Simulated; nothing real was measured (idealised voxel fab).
process module | voxel self aligned contacts
Cross-section cut: width 255 nm, square cells of 5 nm.
How to read a cross-section here: the picture is a grid of square cells, written as bands going from the top down, and any band can span one or more rows of cells. For a band, the entry starts with two heights in nm, that of the top and then that of the bottom, and carries on with the band's materials in order from left to right, each alongside its width in nm; the word "edge to edge" beside a single material means it fills the band edge to edge, and "empty" means empty space. Heights are reckoned from 0. Under this level, the received wafer is all of one material. The bottommost band is open-ended downward, for example "from 0 down". Width spec "30->40" -> top row of cells at first value, bottom row at second value, equal per-row change in between. "same as before", as given for a step, is the statement that not any cell of the cross-section underwent a change during that step. Empty spaces counting at least 8 cells and having no open way to the top are listed in "Fully sealed cavities". The notation width x height at distance is used for each, the distance being from the left edge and all three values in nm. The remark found on a step's line after its settings is issued by the simulator itself and pertains to that step. The setting "overlay nm" may be written on the line of a step. When the step uses a mask, the value reports how far to the right of the planned place the mask lay, and a negative value reports that it lay to the left.
The planned process steps are enumerated hereunder
| 1 | RECEIVE (material Si) |
| 2 | OXIDIZE (depth nm 5) |
| 3 | DIRECTIONAL_DEP (material polySi; thk nm 20) |
| 4 | DIRECTIONAL_DEP (material SiN; thk nm 25) |
| 5 | DIRECTIONAL_DEP (material aC; thk nm 10) |
| 6 | PATTERN (tone cover; mask id GATE; material resist; width nm 30; pitch nm 65; thk nm 25; overlay nm 0) |
| 7 | DIRECTIONAL_ETCH (etch materials aC; depth nm 10) |
| 8 | STRIP (etch materials resist) |
| 9 | DIRECTIONAL_ETCH (etch materials SiN; depth nm 25) |
| 10 | DIRECTIONAL_ETCH (etch materials polySi; depth nm 20) |
| 11 | STRIP (etch materials aC) |
| 12 | CONFORMAL_DEP (material SiN; thk nm 10) |
| 13 | DIRECTIONAL_ETCH (etch materials SiN; depth nm 10) |
| 14 | FILL_DEP (material SiO2; thk nm 10) |
| 15 | CMP (height nm 50) |
| 16 | MASKED_ETCH (tone open; mask id CONTACT; width nm 45; etch materials SiO2; depth nm 55; overlay nm 0) |
| 17 | CONFORMAL_DEP (material TiN; thk nm 5) |
| 18 | FILL_DEP (material Ru; thk nm 5) |
| 19 | CMP (height nm 50) |
| 20 | CONFORMAL_DEP (material SiCN; thk nm 5) |
First wafer out of two, processed as planned
Cross-section of the wafer as it came to us, i.e., already through step 1
	from 0 down  Si edge to edge
	Fully sealed cavities: none
Cross-sectional representation of the wafer at the conclusion of step 2
	from 0 to -5  SiO2 edge to edge
	Unchanged below -5.
Cross-sectional representation of the wafer at the conclusion of step 3
	from 20 to 0  polySi edge to edge
	Unchanged below 0.
Cross-sectional representation of the wafer at the conclusion of step 4
	from 45 to 20  SiN edge to edge
	Unchanged below 20.
Cross-sectional representation of the wafer at the conclusion of step 5
	from 55 to 45  aC edge to edge
	Unchanged below 45.
Cross-sectional representation of the wafer at the conclusion of step 6
	from 80 to 55  empty 80, resist 30, empty 35, resist 30, empty 80
	Unchanged below 55.
Cross-sectional representation of the wafer at the conclusion of step 7
	from 70 to 55  empty 80, resist 30, empty 35, resist 30, empty 80
	from 55 to 45  empty 80, aC 30, empty 35, aC 30, empty 80
	Unchanged below 45.
Cross-sectional representation of the wafer at the conclusion of step 8
	from 55 to 45  empty 80, aC 30, empty 35, aC 30, empty 80
	Unchanged below 45.
Cross-sectional representation of the wafer at the conclusion of step 9
	from 55 to 45  empty 80, aC 30, empty 35, aC 30, empty 80
	from 45 to 20  empty 80, SiN 30, empty 35, SiN 30, empty 80
	Unchanged below 20.
Cross-sectional representation of the wafer at the conclusion of step 10
	from 55 to 45  empty 80, aC 30, empty 35, aC 30, empty 80
	from 45 to 20  empty 80, SiN 30, empty 35, SiN 30, empty 80
	from 20 to 0  empty 80, polySi 30, empty 35, polySi 30, empty 80
	Unchanged below 0.
Cross-sectional representation of the wafer at the conclusion of step 11
	from 45 to 20  empty 80, SiN 30, empty 35, SiN 30, empty 80
	Unchanged below 20.
Cross-sectional representation of the wafer at the conclusion of step 12
	from 55 to 20  empty 70, SiN 50, empty 15, SiN 50, empty 70
	from 20 to 10  empty 70, SiN 10, polySi 30, SiN 10, empty 15, SiN 10, polySi 30, SiN 10, empty 70
	from 10 to 0  SiN 80, polySi 30, SiN 35, polySi 30, SiN 80
	Unchanged below 0.
Cross-sectional representation of the wafer at the conclusion of step 13
	from 45 to 20  empty 70, SiN 50, empty 15, SiN 50, empty 70
	from 20 to 0  empty 70, SiN 10, polySi 30, SiN 10, empty 15, SiN 10, polySi 30, SiN 10, empty 70
	Unchanged below 0.
Cross-sectional representation of the wafer at the conclusion of step 14
	from 55 to 45  SiO2 edge to edge
	from 45 to 20  SiO2 70, SiN 50, SiO2 15, SiN 50, SiO2 70
	from 20 to 0  SiO2 70, SiN 10, polySi 30, SiN 10, SiO2 15, SiN 10, polySi 30, SiN 10, SiO2 70
	Unchanged below 0.
Cross-sectional representation of the wafer at the conclusion of step 15
	from 50 to 45  SiO2 edge to edge
	Unchanged below 45.
Cross-sectional representation of the wafer at the conclusion of step 16
	from 50 to 45  SiO2 105, empty 45, SiO2 105
	from 45 to 20  SiO2 70, SiN 50, empty 15, SiN 50, SiO2 70
	from 20 to 0  SiO2 70, SiN 10, polySi 30, SiN 10, empty 15, SiN 10, polySi 30, SiN 10, SiO2 70
	from 0 to -5  SiO2 120, empty 15, SiO2 120
	Unchanged below -5.
Cross-sectional representation of the wafer at the conclusion of step 17
	from 55 to 50  TiN 110, empty 35, TiN 110
	from 50 to 45  SiO2 105, TiN 20, empty 5, TiN 20, SiO2 105
	from 45 to 20  SiO2 70, SiN 50, TiN 5, empty 5, TiN 5, SiN 50, SiO2 70
	from 20 to 0  SiO2 70, SiN 10, polySi 30, SiN 10, TiN 5, empty 5, TiN 5, SiN 10, polySi 30, SiN 10, SiO2 70
	from 0 to -5  SiO2 120, TiN 15, SiO2 120
	Unchanged below -5.
Cross-sectional representation of the wafer at the conclusion of step 18
	from 60 to 55  Ru edge to edge
	from 55 to 50  TiN 110, Ru 35, TiN 110
	from 50 to 45  SiO2 105, TiN 20, Ru 5, TiN 20, SiO2 105
	from 45 to 20  SiO2 70, SiN 50, TiN 5, Ru 5, TiN 5, SiN 50, SiO2 70
	from 20 to 0  SiO2 70, SiN 10, polySi 30, SiN 10, TiN 5, Ru 5, TiN 5, SiN 10, polySi 30, SiN 10, SiO2 70
	Unchanged below 0.
Cross-sectional representation of the wafer at the conclusion of step 19
	from 50 to 45  SiO2 105, TiN 20, Ru 5, TiN 20, SiO2 105
	Unchanged below 45.
Cross-sectional representation of the wafer at the conclusion of step 20
	from 55 to 50  SiCN edge to edge
	Unchanged below 50.
Second wafer: same start and same plan as the first, one execution error; identical to the first through step 15
Second wafer, cut view, end of step 16 per plan
	from 50 to 45  empty 105, SiO2 45, empty 105
	from 45 to 20  empty 70, SiN 50, SiO2 15, SiN 50, empty 70
	from 20 to 0  empty 70, SiN 10, polySi 30, SiN 10, SiO2 15, SiN 10, polySi 30, SiN 10, empty 70
	from 0 to -5  empty 70, SiO2 115, empty 70
	Unchanged below -5.
Second wafer, cut view, end of step 17 per plan
	from 55 to 50  empty 100, TiN 55, empty 100
	from 50 to 45  empty 65, TiN 40, SiO2 45, TiN 40, empty 65
	from 45 to 20  empty 65, TiN 5, SiN 50, SiO2 15, SiN 50, TiN 5, empty 65
	from 20 to 0  empty 65, TiN 5, SiN 10, polySi 30, SiN 10, SiO2 15, SiN 10, polySi 30, SiN 10, TiN 5, empty 65
	from 0 to -5  TiN 70, SiO2 115, TiN 70
	Unchanged below -5.
Second wafer, cut view, end of step 18 per plan
	from 60 to 55  Ru edge to edge
	from 55 to 50  Ru 100, TiN 55, Ru 100
	from 50 to 45  Ru 65, TiN 40, SiO2 45, TiN 40, Ru 65
	from 45 to 20  Ru 65, TiN 5, SiN 50, SiO2 15, SiN 50, TiN 5, Ru 65
	from 20 to 0  Ru 65, TiN 5, SiN 10, polySi 30, SiN 10, SiO2 15, SiN 10, polySi 30, SiN 10, TiN 5, Ru 65
	Unchanged below 0.
Second wafer, cut view, end of step 19 per plan
	from 50 to 45  Ru 65, TiN 40, SiO2 45, TiN 40, Ru 65
	Unchanged below 45.
Second wafer, cut view, end of step 20 per plan
	from 55 to 50  SiCN edge to edge
	Unchanged below 50.
Error vs. plan: step 16 deviated from plan and actually ran as MASKED_ETCH (tone cover; mask id CONTACT; width nm 45; etch materials SiO2; depth nm 55; overlay nm 0)
FYI, end of process, the second wafer has more or fewer cells of some materials than the first: Ru +250 | SiO2 -283 | TiN +33
